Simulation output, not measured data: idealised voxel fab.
The document below concerns the process module designated voxel tone inversion.
Pictured: cross-section cut, 165 nm wide, on a grid of 5 nm square cells.
Cross-sections here: square-cell grids, written as top-down lists of bands, a band being one or more rows of cells.
First you get the band's top height and its bottom height, in nm, and then the materials it's made of, left to right, with each width in nm. If you see a single material with "throughout", that one covers the band edge to edge. "blank" is empty space.
We count height from 0. Below that, the starting wafer is all one material. The lowest band never ends at the bottom but goes on down; see "0..down" for how that is written.
Top row gets the first number, bottom row gets the second, and each row in between changes by the same step: that is how a band width like "30 to 40" works.
Basically "no alterations made" means that step didn't change any cell in the cross-section.
This entry, "Internal closed voids", enumerates those empty regions of no fewer than 8 cells that possess no open connection to the top. Each region is reported in the form width x height at distance, the distance being taken from the left edge, with all three quantities expressed in nm.
Where a step's line continues beyond its settings, the continuation is a remark by the simulator itself on that step.
overlay nm: for a step with a mask, the amount by which the mask lay right of where it was planned; a negative amount means left of it.

The steps planned for the process are as follows:
1,RECEIVE: material Si
2,CONFORMAL_DEP: material SiN, thk nm 5
3,DIRECTIONAL_DEP: material aC, thk nm 20
4,PATTERN: tone cover, mask id POSTS, material resist, width nm 15, pitch nm 30, thk nm 30, overlay nm 0
5,DIRECTIONAL_ETCH: etch materials aC, depth nm 20
6,STRIP: etch materials resist
7,FILL_DEP: material lowk, thk nm 5
8,CMP: height nm 25
9,STRIP: etch materials aC

So, the first of our two wafers, run just as we planned it:

Cross-sectional view of the wafer in its as-received condition, corresponding to the state after step 1:
0..down = Si throughout
Internal closed voids: none

Cross-sectional representation of the wafer at the conclusion of step 2:
5..0 = SiN throughout
below 0: unchanged

Cross-sectional representation of the wafer at the conclusion of step 3:
25..5 = aC throughout
below 5: unchanged

Cross-sectional representation of the wafer at the conclusion of step 4:
55..25 = blank (30); resist (15); blank (15); resist (15); blank (15); resist (15); blank (15); resist (15); blank (30)
below 25: unchanged

Cross-sectional representation of the wafer at the conclusion of step 5:
35..25 = blank (30); resist (15); blank (15); resist (15); blank (15); resist (15); blank (15); resist (15); blank (30)
25..5 = blank (30); aC (15); blank (15); aC (15); blank (15); aC (15); blank (15); aC (15); blank (30)
below 5: unchanged

Cross-sectional representation of the wafer at the conclusion of step 6:
25..5 = blank (30); aC (15); blank (15); aC (15); blank (15); aC (15); blank (15); aC (15); blank (30)
below 5: unchanged

Cross-sectional representation of the wafer at the conclusion of step 7:
30..25 = lowk throughout
25..5 = lowk (30); aC (15); lowk (15); aC (15); lowk (15); aC (15); lowk (15); aC (15); lowk (30)
below 5: unchanged

Cross-sectional representation of the wafer at the conclusion of step 8:
25..5 = lowk (30); aC (15); lowk (15); aC (15); lowk (15); aC (15); lowk (15); aC (15); lowk (30)
below 5: unchanged

Cross-sectional representation of the wafer at the conclusion of step 9:
25..5 = lowk (30); blank (15); lowk (15); blank (15); lowk (15); blank (15); lowk (15); blank (15); lowk (30)
below 5: unchanged

Second wafer: same start and same plan as the first, one execution error; identical to the first through step 7:

Second wafer, cut view, end of step 8 per plan:
25..5 = lowk (30); aC (15); lowk (15); aC (15); lowk (15); aC (15); lowk (15); aC (15); lowk (30)
below 5: unchanged

Second wafer, cut view, end of step 9 per plan:
25..5 = lowk (30); blank (15); lowk (15); blank (15); lowk (15); blank (15); lowk (15); blank (15); lowk (30)
below 5: unchanged
Which mistake was made when the wafer was run? in the plan, step 8 was performed twice
Honestly, by the end the two wafers have the same cross-section, so the mistake just doesn't show up in what this model computes.
